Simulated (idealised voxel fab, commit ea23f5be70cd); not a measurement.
This section sets out a process module, namely voxel self aligned vias.
Shown is cross-section cut, with a width of 225 nm and square cells of size 5 nm.
Cross-section = grid of square cells, listed top down in bands; band = one or more rows. Heads up on the band format: heights come first, top then bottom, in nm. After that it's the materials left to right, each with its width in nm. A single material flagged "throughout" fills the whole band edge to edge, and "air" means there's empty space there. For the purposes of this specification, 0 denotes the height below which the wafer in its as-received condition is composed wholly of one material, and the lowermost band, lacking a lower limit, extends downward without end, as expressed in "0 and below". A two-number width, for instance "30->40", indicates that the width is equal to the first number in the top row of the band and to the second number in the bottom row, and that it changes by a constant amount per row of cells. What does "remained the same" mean for a step? It means no cell of the cross-section changed in that step. Closed-off voids of 8+ cells (no open route to the top) go in "Internal closed voids", written width x height at distance from the left edge, in nm. Heads up: the bit after the settings on a step's line is the simulator's remark on that step. "overlay nm" answers the question of how far to the right of plan the mask lay on a step that has a mask, and when it is negative the answer is to the left.

# So here's the lineup of process steps we planned
1,RECEIVE [material Si]
2,CONFORMAL_DEP [material SiO2] [thk nm 15]
3,CONFORMAL_DEP [material SiCN] [thk nm 5]
4,DIRECTIONAL_DEP [material SiO2] [thk nm 25]
5,DIRECTIONAL_DEP [material aC] [thk nm 10]
6,PATTERN [tone open] [mask id LINES] [material resist] [width nm 30] [pitch nm 55] [thk nm 25] [overlay nm 0]
7,DIRECTIONAL_ETCH [etch materials aC] [depth nm 10]
8,STRIP [etch materials resist]
9,DIRECTIONAL_ETCH [etch materials SiO2] [depth nm 25]
10,STRIP [etch materials aC]
11,CONFORMAL_DEP [material TiN] [thk nm 5]
12,FILL_DEP [material Ru] [thk nm 10]
13,CMP [height nm 45]
14,SELECTIVE_ETCH [etch materials W Ru TiN] [depth nm 10]
15,FILL_DEP [material SiN] [thk nm 10]
16,CMP [height nm 45]
17,DIRECTIONAL_DEP [material SiO2] [thk nm 15]
18,DIRECTIONAL_DEP [material aC] [thk nm 15]
19,PATTERN [tone open] [mask id VIAS] [material resist] [width nm 40] [thk nm 35] [overlay nm 0]
20,DIRECTIONAL_ETCH [etch materials aC] [depth nm 15]
21,STRIP [etch materials resist]
22,DIRECTIONAL_ETCH [etch materials SiO2] [depth nm 15]
23,DIRECTIONAL_ETCH [etch materials SiN] [depth nm 10]
24,STRIP [etch materials aC]
25,CONFORMAL_DEP [material TiN] [thk nm 5]
26,FILL_DEP [material Ru] [thk nm 10]
27,CMP [height nm 60]
28,CONFORMAL_DEP [material SiN] [thk nm 5]

# Cross-section: wafer on arrival = after step 1
0 and below | Si throughout
Internal closed voids: none

# Wafer at module end, in section. Began as above, planned as above, run with one mistake
65 down to 60 | SiN throughout
60 down to 50 | SiO2=65, then TiN=5, then Ru=30, then TiN=5, then SiO2=120
50 down to 45 | SiO2=65, then TiN=5, then Ru=15, then TiN=20, then SiO2=120
45 down to 40 | SiO2=60, then SiN=5, then TiN=5, then Ru=15, then TiN=5, then SiO2=25, then SiN=30, then SiO2=80
40 down to 35 | SiO2=60, then SiN=5, then TiN=25, then SiO2=25, then SiN=30, then SiO2=80
35 down to 25 | SiO2=60, then TiN=5, then Ru=20, then TiN=5, then SiO2=25, then TiN=5, then Ru=20, then TiN=5, then SiO2=80
25 down to 20 | SiO2=60, then TiN=30, then SiO2=25, then TiN=30, then SiO2=80
20 down to 15 | SiCN throughout
15 down to 0 | SiO2 throughout
0 and below | Si throughout
Internal closed voids: none
In executing the process, a mistake was made relative to the plan: not per plan at step 6, really ran PATTERN [tone open] [mask id LINES] [material resist] [width nm 30] [pitch nm 55] [thk nm 25] [overlay nm -10]
